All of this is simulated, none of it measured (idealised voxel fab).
process module | voxel air gaps
Shown is cross-section cut, with a width of 295 nm and square cells of size 5 nm.
In this document a cross-section is written as a grid of square cells. It is given as a series of bands, listed from the top down, and a band is one or more rows of cells. Top, bottom (nm), then materials left to right with widths (nm); lone material tagged "everywhere" fills the whole band edge to edge; "air" = empty space. Heights are reckoned from 0. Under this level, the received wafer is all of one material. The bottommost band is open-ended downward, for example "0 down". A width such as "30->40" changes by the same amount from each row of cells to the next, from the band's top row to its bottom row. It should be understood that the words "nothing changed", when stated for a given step, signify that the cross-section underwent no change in any of its cells during that step. Closed empty spaces (no open way to the top) of 8 cells or more are what "Closed void table" lists, each as width x height at distance from the left edge, nm for all three. On each step's line, the part that comes after the settings is the simulator's own comment on the step. "overlay nm" denotes, for a step that has a mask, the displacement of the mask to the right of its planned place, with negative values corresponding to the left.
# Process steps (planned)
1) RECEIVE (material Si)
2) CONFORMAL_DEP (material SiO2; thk nm 10)
3) CONFORMAL_DEP (material SiCN; thk nm 5)
4) DIRECTIONAL_DEP (material SiO2; thk nm 40)
5) DIRECTIONAL_DEP (material aC; thk nm 15)
6) PATTERN (tone open; mask id LINES; material resist; width nm 25; pitch nm 50; thk nm 30; overlay nm 0)
7) DIRECTIONAL_ETCH (etch materials aC; depth nm 15)
8) STRIP (etch materials resist)
9) DIRECTIONAL_ETCH (etch materials SiO2; depth nm 40)
10) STRIP (etch materials aC)
11) CONFORMAL_DEP (material TiN; thk nm 5)
12) FILL_DEP (material Cu; thk nm 10)
13) CMP (height nm 55)
14) EPI (material Ru; thk nm 10)
15) SELECTIVE_ETCH (etch materials SiO2; depth nm 50)
16) CONFORMAL_DEP (material SiCN; thk nm 5)
# Shown in cross-section is the wafer as received, that is, as it stands after step 1
	0 down: Si everywhere
	Closed void table: none
# What the wafer looks like in cross-section after this module, when it starts as shown above and follows the plan above but one mistake is made in running it
	60 to 50: SiCN everywhere
	50 to 0: SiO2 everywhere
	0 down: Si everywhere
	Closed void table: none
In executing the process, a mistake was made relative to the plan: the processing plan was not followed for steps 3 and 4, which were run with their positions exchanged
